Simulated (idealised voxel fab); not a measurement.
A process module follows: voxel released beams.
Xsec cut, 210 nm wide, square cell size 5 nm.
In what follows, cross-sections appear as grids of square cells, described through bands that run from the top down, where every band is one or more rows of cells.
Top height, bottom height, nm. Materials left to right, width each, nm. Single material + "everywhere" = fills band edge to edge. "empty" = empty.
Measure heights from 0. That's the level where, below it, the as-received wafer is all one material. The lowest band is bottomless and extends downward; write it as in "from 0 down".
It should be noted that a width expressed as "30..40" varies in equal increments from row to row of cells within the band, taking the value of the first number at the top row and that of the second number at the bottom row.
"left unchanged", as given for a step, is the statement that not any cell of the cross-section underwent a change during that step.
Voids not open to the top, 8 cells minimum: see "Fully sealed voids". Written width x height at distance; distance is from the left edge; nm.
That trailing text on a step's line, after the settings, is the simulator's own remark on the step.
"overlay nm" denotes, for a step that has a mask, the displacement of the mask to the right of its planned place, with negative values corresponding to the left.
Process steps - plan:
1,RECEIVE: material Si
2,CONFORMAL_DEP: material Al2O3, thk nm 10
3,DIRECTIONAL_DEP: material SiO2, thk nm 20
4,PATTERN: tone open, mask id ANCHOR, material resist, width nm 35, thk nm 20, overlay nm 0
5,DIRECTIONAL_ETCH: etch materials SiO2, depth nm 20
6,STRIP: etch materials resist
7,CONFORMAL_DEP: material polySi, thk nm 15
8,MASKED_ETCH: tone cover, mask id BEAM, width nm 115, etch materials polySi, depth nm 15, overlay nm 0
9,STRIP: etch materials SiO2
As-received wafer cross-section (after step 1):
- from 0 down: Si everywhere
- Fully sealed voids: none
Starting wafer: above. Plan: above. Run: one mistake. Cross-section after the module: below:
- from 45 to 30: empty 45 | polySi 115 | empty 50
- from 30 to 10: polySi everywhere
- from 10 to 0: Al2O3 everywhere
- from 0 down: Si everywhere
- Fully sealed voids: none
What broke from the plan during processing? not per plan at step 3, really ran DIRECTIONAL_DEP: material polySi, thk nm 20
